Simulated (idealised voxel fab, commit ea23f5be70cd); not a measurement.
Presented below is a process module, voxel self aligned contacts.
The cross-section shown here is cut; it is 235 nm wide and divided into square cells measuring 5 nm on a side.
How to read a cross-section here: the picture is a grid of square cells, written as bands going from the top down, and any band can span one or more rows of cells. Basically the band line says how high the top is and how high the bottom is, in nm, and then what's in it from left to right, every material with its width in nm. Empty space shows up as "air", and if a single material carries "edge to edge" it runs the full band edge to edge. Convention: height 0 is the level below which the wafer, as received, is all one material. The lowest band does not terminate at the bottom but continues downward, represented as "0..down". Top row gets the first number, bottom row gets the second, and each row in between changes by the same step: that is how a band width like "30 to 40" works. A step reported as "no change" is a step in which no cell of the cross-section changed. The list in "Internal closed voids" covers empty spaces of 8 cells or more that cannot reach the top through any open way, and it gives each as width x height at distance; the distance is from the left edge, and width, height and distance are in nm. Where a step's line continues beyond its settings, the continuation is a remark by the simulator itself on that step. On any step carrying a mask, the "overlay nm" setting, if present on the step's line, tells how far right of its planned place the mask lay; negative values point to the left.

Process steps foreseen in the plan
1: op RECEIVE | material Si
2: op OXIDIZE | depth nm 5
3: op DIRECTIONAL_DEP | material polySi | thk nm 25
4: op DIRECTIONAL_DEP | material SiN | thk nm 15
5: op PATTERN | tone cover | mask id GATE | material resist | width nm 25 | pitch nm 50 | thk nm 20 | overlay nm 0
6: op DIRECTIONAL_ETCH | etch materials SiN | depth nm 15
7: op DIRECTIONAL_ETCH | etch materials polySi | depth nm 25
8: op STRIP | etch materials resist
9: op CONFORMAL_DEP | material SiN | thk nm 5
10: op DIRECTIONAL_ETCH | etch materials SiN | depth nm 5
11: op FILL_DEP | material SiO2 | thk nm 20
12: op CMP | height nm 50
13: op DIRECTIONAL_DEP | material aC | thk nm 10
14: op PATTERN | tone open | mask id CONTACT | material resist | width nm 35 | pitch nm 50 | thk nm 30 | overlay nm 0
15: op DIRECTIONAL_ETCH | etch materials aC | depth nm 10
16: op STRIP | etch materials resist
17: op DIRECTIONAL_ETCH | etch materials SiO2 | depth nm 55
18: op STRIP | etch materials aC
19: op CONFORMAL_DEP | material TiN | thk nm 5
20: op FILL_DEP | material Ru | thk nm 10
21: op CMP | height nm 50
22: op CONFORMAL_DEP | material SiCN | thk nm 5

As-received state of the wafer in cross-section, equivalent to post-step 1
  0..down = Si edge to edge
  Internal closed voids: none

End-of-module XS, first of two wafers, run as planned
  55..50 = SiCN edge to edge
  50..40 = 75 of SiO2 / 5 to 15 of TiN / 25 to 5 of Ru / 5 to 15 of TiN / 15 of SiO2 / 5 to 15 of TiN / 25 to 5 of Ru / 5 to 15 of TiN / 75 of SiO2
  40..25 = 50 of SiO2 / 35 of SiN / 5 of TiN / 5 of Ru / 5 of TiN / 35 of SiN / 5 of TiN / 5 of Ru / 5 of TiN / 35 of SiN / 50 of SiO2
  25..0 = 50 of SiO2 / 5 of SiN / 25 of polySi / 5 of SiN / 5 of TiN / 5 of Ru / 5 of TiN / 5 of SiN / 25 of polySi / 5 of SiN / 5 of TiN / 5 of Ru / 5 of TiN / 5 of SiN / 25 of polySi / 5 of SiN / 50 of SiO2
  0..-5 = 85 of SiO2 / 15 of TiN / 35 of SiO2 / 15 of TiN / 85 of SiO2
  -5..down = Si edge to edge
  Internal closed voids: none

second wafer at the end: like start, like plan, one mistake
  55..50 = SiCN edge to edge
  50..40 = 75 of SiO2 / 5 to 15 of TiN / 25 to 5 of Ru / 5 to 15 of TiN / 15 of SiO2 / 5 to 15 of TiN / 25 to 5 of Ru / 5 to 15 of TiN / 75 of SiO2
  40..25 = 50 of SiO2 / 35 of SiN / 5 of TiN / 5 of Ru / 5 of TiN / 35 of SiN / 5 of TiN / 5 of Ru / 5 of TiN / 35 of SiN / 50 of SiO2
  25..20 = 85 of SiO2 / 15 of TiN / 35 of SiO2 / 15 of TiN / 85 of SiO2
  20..0 = polySi edge to edge
  0..down = Si edge to edge
  Internal closed voids: none
Want to know what went wrong? the executed order of steps 2 and 3 is the reverse of that specified in the plan, each step having taken the other's position
Looking at both finished wafers in cells, the second ends up ahead of or behind the first on some materials: 10 fewer of Ru, 47 more of Si, 30 fewer of SiN, 100 fewer of SiO2, 20 fewer of TiN, 113 more of polySi
